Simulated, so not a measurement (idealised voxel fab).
This is a process module. Its name is voxel capacitor over wiring.
cross-section cut | 285 nm wide | cells 5 nm
A cross-section in this document is a grid of square cells, and it is written down as bands, the top band listed before the ones below it; a band is made up of one or more rows of cells. A band entry consists of two parts. The first gives the height of the band's top and the height of its bottom, in nm. The rest lists the band's materials from left to right, each with its width in nm. A single material labelled with the word "throughout" fills the band from edge to edge, and the word "blank" marks empty space. For the purposes of this specification, 0 denotes the height below which the wafer in its as-received condition is composed wholly of one material, and the lowermost band, lacking a lower limit, extends downward without end, as expressed in "top 0, no bottom". The notation "30 to 40" denotes a width that varies across the rows of cells in the band, beginning at the first number in the top row, finishing at the second number in the bottom row, and changing by an identical amount from each row to the next. "nothing changed" -> step changed no cross-section cell. Entry "Unvented voids". Content: empty spaces with no open connection to the top, size 8 cells or greater. Each: width x height at distance. Distance: from left edge. Unit: nm. Where a step's line continues beyond its settings, the continuation is a remark by the simulator itself on that step. A step's line can hold "overlay nm"; with a mask on that step, the setting says how far right of the planned place the mask lay, while a negative setting says it lay to the left.
Intended process steps:
1 RECEIVE, material Si
2 CONFORMAL_DEP, material SiO2, thk nm 15
3 DIRECTIONAL_DEP, material TiN, thk nm 5
4 DIRECTIONAL_DEP, material Ru, thk nm 20
5 PATTERN, tone cover, mask id METAL_1, material resist, width nm 30, pitch nm 100, thk nm 20, overlay nm 0
6 DIRECTIONAL_ETCH, etch materials Ru, depth nm 20
7 DIRECTIONAL_ETCH, etch materials TiN, depth nm 5
8 STRIP, etch materials resist
9 FILL_DEP, material SiO2, thk nm 10
10 CMP, height nm 40
11 CONFORMAL_DEP, material SiCN, thk nm 5
12 DIRECTIONAL_DEP, material lowk, thk nm 15
13 DIRECTIONAL_DEP, material aC, thk nm 15
14 PATTERN, tone open, mask id PLUG_1, material resist, width nm 15, thk nm 30, overlay nm 0
15 DIRECTIONAL_ETCH, etch materials aC, depth nm 15
16 STRIP, etch materials resist
17 DIRECTIONAL_ETCH, etch materials lowk, depth nm 15
18 DIRECTIONAL_ETCH, etch materials SiCN, depth nm 5
19 STRIP, etch materials aC
20 EPI, material Ru, thk nm 10
21 EPI, material Ru, thk nm 10
22 DIRECTIONAL_DEP, material TiN, thk nm 10
23 DIRECTIONAL_DEP, material Al2O3, thk nm 5
24 DIRECTIONAL_DEP, material TiN, thk nm 5
25 PATTERN, tone cover, mask id UPPER_PLATE, material resist, width nm 75, thk nm 15, overlay nm 0
26 DIRECTIONAL_ETCH, etch materials TiN, depth nm 5
27 DIRECTIONAL_ETCH, etch materials Al2O3, depth nm 5
28 STRIP, etch materials resist
29 MASKED_ETCH, tone cover, mask id LOWER_PLATE, width nm 85, etch materials TiN, depth nm 10, overlay nm 0
30 FILL_DEP, material SiO2, thk nm 20
31 CMP, height nm 95
32 MASKED_ETCH, tone open, mask id PLUG_2, width nm 15, etch materials SiO2, depth nm 15, overlay nm 0
33 CONFORMAL_DEP, material TiN, thk nm 5
34 FILL_DEP, material Ru, thk nm 10
35 CMP, height nm 95
36 CONFORMAL_DEP, material SiN, thk nm 5
Delivered wafer in cross-section: state after step 1:
  top 0, no bottom | Si throughout
  Unvented voids: none
Cross-section: first of two wafers, module finished, run according to plan:
  top 100, bottom 95 | SiN throughout
  top 95, bottom 85 | SiO2 (100), TiN (5), Ru (5), TiN (5), SiO2 (170)
  top 85, bottom 75 | SiO2 (100 to 90), TiN (15 to 75), SiO2 (170 to 120)
  top 75, bottom 70 | SiO2 (90), Al2O3 (75), SiO2 (120)
  top 70, bottom 60 | SiO2 (85), TiN (85), SiO2 (115)
  top 60, bottom 45 | lowk (90), Ru (15), lowk (180)
  top 45, bottom 40 | SiCN (90), Ru (15), SiCN (180)
  top 40, bottom 20 | SiO2 (75), Ru (30), SiO2 (70), Ru (30), SiO2 (80)
  top 20, bottom 15 | SiO2 (75), TiN (30), SiO2 (70), TiN (30), SiO2 (80)
  top 15, bottom 0 | SiO2 throughout
  top 0, no bottom | Si throughout
  Unvented voids: none
Cross-section, wafer two of two, end of module: same start and plan as wafer one, one error in execution:
  top 100, bottom 95 | SiN throughout
  top 95, bottom 85 | SiO2 (100), TiN (5), Ru (5), TiN (5), SiO2 (170)
  top 85, bottom 75 | SiO2 (100 to 105), TiN (15 to 60), SiO2 (170 to 120)
  top 75, bottom 70 | SiO2 (105), Al2O3 (60), SiO2 (120)
  top 70, bottom 60 | SiO2 (85), TiN (5), SiO2 (15), TiN (65), SiO2 (115)
  top 60, bottom 55 | lowk (90), TiN (15), lowk (180)
  top 55, bottom 50 | lowk (90), Al2O3 (15), lowk (180)
  top 50, bottom 45 | lowk (90), TiN (15), lowk (180)
  top 45, bottom 40 | SiCN (90), TiN (15), SiCN (180)
  top 40, bottom 35 | SiO2 throughout
  top 35, bottom 15 | SiO2 (75), Ru (30), SiO2 (70), Ru (30), SiO2 (80)
  top 15, bottom 10 | SiO2 (75), TiN (30), SiO2 (70), TiN (30), SiO2 (80)
  top 10, bottom 0 | SiO2 throughout
  top 0, no bottom | Si throughout
  Unvented voids: none
Nonconformance to the process plan: not per plan at step 2, really ran CONFORMAL_DEP, material SiO2, thk nm 10
Cell-count delta at end, second wafer over first, by material: 12 fewer of Ru | 12 more of SiO2
